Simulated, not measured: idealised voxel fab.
voxel trench capacitor: a process module
Pictured: cross-section cut, 205 nm wide, on a grid of 5 nm square cells.
Reading order for cross-sections: top band down to bottom band. Underlying form: a grid of square cells. Band size: one or more rows of cells.
What a band's entry tells you: where the top is and where the bottom is, as heights in nm, and after that what lies inside, material by material from left to right, each with its width in nm. Empty space is written as the word "empty", and a single material marked with the word "all across" occupies the band from edge to edge.
Heights are measured from 0, the level below which the as-received wafer is all one material; the lowest band has no bottom and continues downward, written as in "0 down".
Per-row width for "30->40": begins at first number (top row of band), ends at second number (bottom row), increment between rows held constant.
"no modifications" -> step changed no cross-section cell.
Voids not open to the top, 8 cells minimum: see "Sealed-off cavities". Written width x height at distance; distance is from the left edge; nm.
If you see something after the settings on a step's line, that's the simulator's own remark about that step.
"overlay nm" on a masked step: distance the mask lay right of its planned place, negative for left.

[These are the steps we planned for the process]
| 1 | RECEIVE with material Si |
| 2 | CONFORMAL_DEP with material SiN, thk nm 10 |
| 3 | DIRECTIONAL_DEP with material aC, thk nm 15 |
| 4 | PATTERN with tone open, mask id TRENCH, material resist, width nm 25, pitch nm 45, thk nm 35, overlay nm 0 |
| 5 | DIRECTIONAL_ETCH with etch materials aC, depth nm 15 |
| 6 | STRIP with etch materials resist |
| 7 | DIRECTIONAL_ETCH with etch materials SiN, depth nm 10 |
| 8 | DIRECTIONAL_ETCH with etch materials Si, depth nm 40 |
| 9 | STRIP with etch materials aC |
| 10 | CONFORMAL_DEP with material HfO2, thk nm 5 |
| 11 | CONFORMAL_DEP with material TiN, thk nm 5 |
| 12 | FILL_DEP with material W, thk nm 5 |
| 13 | CMP with height nm 10 |

[Incoming wafer in cross-section (state: after step 1)]
* 0 down | Si all across
* Sealed-off cavities: none

[Wafer cross-section at end of module: start and plan as shown above, one execution error]
* 10 to 0 | 70 of SiN  5 of HfO2  5 of TiN  5 of HfO2  30 of SiN  5 of HfO2  5 of TiN  5 of HfO2  75 of SiN
* 0 to -35 | 70 of Si  5 of HfO2  5 of TiN  5 of HfO2  30 of Si  5 of HfO2  5 of TiN  5 of HfO2  75 of Si
* -35 to -40 | 70 of Si  15 of HfO2  30 of Si  15 of HfO2  75 of Si
* -40 down | Si all across
* Sealed-off cavities: none
Diagnosis: step 4 changed vs plan, executed as PATTERN with tone open, mask id TRENCH, material resist, width nm 15, pitch nm 45, thk nm 35, overlay nm 0
